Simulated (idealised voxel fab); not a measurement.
The document below concerns the process module designated voxel fin reveal.
Section shown: cut. Width: 235 nm. Cell size: 5 nm, square.
Cross-section, as written here: a square-cell grid given band by band from the top down, where a band holds one or more rows of cells.
For a band, the entry starts with two heights in nm, that of the top and then that of the bottom, and carries on with the band's materials in order from left to right, each alongside its width in nm; the word "throughout" beside a single material means it fills the band edge to edge, and "air" means empty space.
Measure heights from 0. That's the level where, below it, the as-received wafer is all one material. The lowest band is bottomless and extends downward; write it as in "0 nm and below".
Think of "30 to 40" as a width that walks from the first number to the second as you go down the band, top row to bottom row, taking equal-sized steps from row to row.
Take "changes: none" at face value: in the step it is given for, the cross-section changed in none of its cells.
Each empty space that has no open way to the top and spans at least 8 cells appears under "Encapsulated voids" as width x height at distance, the distance counted from the left edge, all in nm.
That trailing text on a step's line, after the settings, is the simulator's own remark on the step.
On any step carrying a mask, the "overlay nm" setting, if present on the step's line, tells how far right of its planned place the mask lay; negative values point to the left.

Set out below are the planned steps of the process
1 op RECEIVE | material Si
2 op CONFORMAL_DEP | material SiN | thk nm 5
3 op DIRECTIONAL_DEP | material aC | thk nm 15
4 op PATTERN | tone cover | mask id FINS | material resist | width nm 15 | pitch nm 45 | thk nm 30 | overlay nm 0
5 op DIRECTIONAL_ETCH | etch materials aC | depth nm 15
6 op STRIP | etch materials resist
7 op DIRECTIONAL_ETCH | etch materials SiN | depth nm 5
8 op DIRECTIONAL_ETCH | etch materials Si | depth nm 40
9 op STRIP | etch materials aC
10 op FILL_DEP | material SiO2 | thk nm 10
11 op CMP | height nm 5
12 op SELECTIVE_ETCH | etch materials SiO2 | depth nm 35
13 op STRIP | etch materials SiN
All wafers enter the flow in the same state. The width nm at step 4 differs from wafer to wafer, and the plan gives the value for the first wafer.

Cut through the first of several wafers as received, post step 1
- 0 nm and below: Si throughout
- Encapsulated voids: none

Below, a row for every wafer. Read it as the end-of-module picture: for each material the wafer shows its cells gained (+) or lost (-) since it was received, and then its closed voids
width nm 15 | -280 Si | +70 SiO2 | Encapsulated voids: none
width nm 20 | -248 Si | +62 SiO2 | Encapsulated voids: none
width nm 25 | -216 Si | +54 SiO2 | Encapsulated voids: none
width nm 30 | -184 Si | +46 SiO2 | Encapsulated voids: none
